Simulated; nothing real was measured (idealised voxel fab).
Process module under the name voxel double patterning
Section cut is 200 nm wide and gridded with 5 nm square cells.
We lay out every cross-section as a grid of square cells and spell it out in bands from the top down, where one band means one or more rows of cells.
Band: top and bottom heights (nm) first, top before bottom; then materials from left to right, widths in nm. "full width" marks a sole material filling the band edge to edge. "empty" denotes empty space.
A quick word on heights: they are counted from 0, and under that level the wafer as it came to us is one material throughout. The lowest band is different from the rest in having no bottom; it simply continues downward, written as in "from 0 down".
A width such as "30->40" changes by the same amount from each row of cells to the next, from the band's top row to its bottom row.
Step marked "nothing was modified"? Then no cell in the cross-section changed in it.
Heads up: "Sealed internal cavities" only lists the empty pockets with no open path to the top that are 8 cells or more, and it writes them as width x height at distance, distance from the left edge, in nm.
On each step's line, the part that comes after the settings is the simulator's own comment on the step.
"overlay nm", when on a step's line for a step with a mask, measures how far to the right of its planned place the mask lay; a negative measure means to the left.

Planned step list for the process
1. RECEIVE: material Si
2. CONFORMAL_DEP: material SiO2, thk nm 10
3. DIRECTIONAL_DEP: material TiN, thk nm 15
4. DIRECTIONAL_DEP: material SiCN, thk nm 10
5. DIRECTIONAL_DEP: material aC, thk nm 15
6. PATTERN: tone open, mask id FIRST, material resist, width nm 15, pitch nm 50, thk nm 35, overlay nm 0
7. DIRECTIONAL_ETCH: etch materials aC, depth nm 15
8. STRIP: etch materials resist
9. DIRECTIONAL_ETCH: etch materials SiCN, depth nm 10
10. STRIP: etch materials aC
11. PATTERN: tone open, mask id SECOND, material resist, width nm 15, pitch nm 50, thk nm 20, overlay nm 0
12. DIRECTIONAL_ETCH: etch materials SiCN, depth nm 10
13. STRIP: etch materials resist
14. DIRECTIONAL_ETCH: etch materials TiN, depth nm 15
15. STRIP: etch materials SiCN

Run as planned: first of two wafers

Step 1 complete: cross-section of the wafer as received
	from 0 down | Si full width
	Sealed internal cavities: none

You're looking at a cross-section of the wafer after step 2
	from 10 to 0 | SiO2 full width
	Below 0, no change.

You're looking at a cross-section of the wafer after step 3
	from 25 to 10 | TiN full width
	Below 10, no change.

You're looking at a cross-section of the wafer after step 4
	from 35 to 25 | SiCN full width
	Below 25, no change.

You're looking at a cross-section of the wafer after step 5
	from 50 to 35 | aC full width
	Below 35, no change.

You're looking at a cross-section of the wafer after step 6
	from 85 to 50 | resist 40; empty 15; resist 35; empty 15; resist 35; empty 15; resist 45
	Below 50, no change.

You're looking at a cross-section of the wafer after step 7
	from 70 to 50 | resist 40; empty 15; resist 35; empty 15; resist 35; empty 15; resist 45
	from 50 to 35 | aC 40; empty 15; aC 35; empty 15; aC 35; empty 15; aC 45
	Below 35, no change.

You're looking at a cross-section of the wafer after step 8
	from 50 to 35 | aC 40; empty 15; aC 35; empty 15; aC 35; empty 15; aC 45
	Below 35, no change.

You're looking at a cross-section of the wafer after step 9
	from 50 to 35 | aC 40; empty 15; aC 35; empty 15; aC 35; empty 15; aC 45
	from 35 to 25 | SiCN 40; empty 15; SiCN 35; empty 15; SiCN 35; empty 15; SiCN 45
	Below 25, no change.

You're looking at a cross-section of the wafer after step 10
	from 35 to 25 | SiCN 40; empty 15; SiCN 35; empty 15; SiCN 35; empty 15; SiCN 45
	Below 25, no change.

You're looking at a cross-section of the wafer after step 11
	from 55 to 35 | resist 65; empty 15; resist 35; empty 15; resist 70
	from 35 to 25 | SiCN 40; resist 15; SiCN 35; resist 15; SiCN 35; resist 15; SiCN 45
	Below 25, no change.

You're looking at a cross-section of the wafer after step 12
	from 55 to 35 | resist 65; empty 15; resist 35; empty 15; resist 70
	from 35 to 25 | SiCN 40; resist 15; SiCN 10; empty 15; SiCN 10; resist 15; SiCN 10; empty 15; SiCN 10; resist 15; SiCN 45
	Below 25, no change.

You're looking at a cross-section of the wafer after step 13
	from 35 to 25 | SiCN 40; empty 15; SiCN 10; empty 15; SiCN 10; empty 15; SiCN 10; empty 15; SiCN 10; empty 15; SiCN 45
	Below 25, no change.

You're looking at a cross-section of the wafer after step 14
	from 35 to 25 | SiCN 40; empty 15; SiCN 10; empty 15; SiCN 10; empty 15; SiCN 10; empty 15; SiCN 10; empty 15; SiCN 45
	from 25 to 10 | TiN 40; empty 15; TiN 10; empty 15; TiN 10; empty 15; TiN 10; empty 15; TiN 10; empty 15; TiN 45
	Below 10, no change.

You're looking at a cross-section of the wafer after step 15
	from 25 to 10 | TiN 40; empty 15; TiN 10; empty 15; TiN 10; empty 15; TiN 10; empty 15; TiN 10; empty 15; TiN 45
	Below 10, no change.

Second wafer, same starting state and plan as the first, one mistake in the run, identical through step 1

Second wafer, cut view, end of step 2 per plan: nothing was modified

Second wafer, cut view, end of step 3 per plan
	from 15 to 0 | TiN full width
	Below 0, no change.

Second wafer, cut view, end of step 4 per plan
	from 25 to 15 | SiCN full width
	Below 15, no change.

Second wafer, cut view, end of step 5 per plan
	from 40 to 25 | aC full width
	Below 25, no change.

Second wafer, cut view, end of step 6 per plan
	from 75 to 40 | resist 40; empty 15; resist 35; empty 15; resist 35; empty 15; resist 45
	Below 40, no change.

Second wafer, cut view, end of step 7 per plan
	from 60 to 40 | resist 40; empty 15; resist 35; empty 15; resist 35; empty 15; resist 45
	from 40 to 25 | aC 40; empty 15; aC 35; empty 15; aC 35; empty 15; aC 45
	Below 25, no change.

Second wafer, cut view, end of step 8 per plan
	from 40 to 25 | aC 40; empty 15; aC 35; empty 15; aC 35; empty 15; aC 45
	Below 25, no change.

Second wafer, cut view, end of step 9 per plan
	from 40 to 25 | aC 40; empty 15; aC 35; empty 15; aC 35; empty 15; aC 45
	from 25 to 15 | SiCN 40; empty 15; SiCN 35; empty 15; SiCN 35; empty 15; SiCN 45
	Below 15, no change.

Second wafer, cut view, end of step 10 per plan
	from 25 to 15 | SiCN 40; empty 15; SiCN 35; empty 15; SiCN 35; empty 15; SiCN 45
	Below 15, no change.

Second wafer, cut view, end of step 11 per plan
	from 45 to 25 | resist 65; empty 15; resist 35; empty 15; resist 70
	from 25 to 15 | SiCN 40; resist 15; SiCN 35; resist 15; SiCN 35; resist 15; SiCN 45
	Below 15, no change.

Second wafer, cut view, end of step 12 per plan
	from 45 to 25 | resist 65; empty 15; resist 35; empty 15; resist 70
	from 25 to 15 | SiCN 40; resist 15; SiCN 10; empty 15; SiCN 10; resist 15; SiCN 10; empty 15; SiCN 10; resist 15; SiCN 45
	Below 15, no change.

Second wafer, cut view, end of step 13 per plan
	from 25 to 15 | SiCN 40; empty 15; SiCN 10; empty 15; SiCN 10; empty 15; SiCN 10; empty 15; SiCN 10; empty 15; SiCN 45
	Below 15, no change.

Second wafer, cut view, end of step 14 per plan
	from 25 to 15 | SiCN 40; empty 15; SiCN 10; empty 15; SiCN 10; empty 15; SiCN 10; empty 15; SiCN 10; empty 15; SiCN 45
	from 15 to 0 | TiN 40; empty 15; TiN 10; empty 15; TiN 10; empty 15; TiN 10; empty 15; TiN 10; empty 15; TiN 45
	Below 0, no change.

Second wafer, cut view, end of step 15 per plan
	from 15 to 0 | TiN 40; empty 15; TiN 10; empty 15; TiN 10; empty 15; TiN 10; empty 15; TiN 10; empty 15; TiN 45
	Below 0, no change.
Deviation from plan: step 2 of the plan did not run at all; it was left out
End check, counted in cells, second wafer has more or fewer of these materials than the first: SiO2: 80 fewer
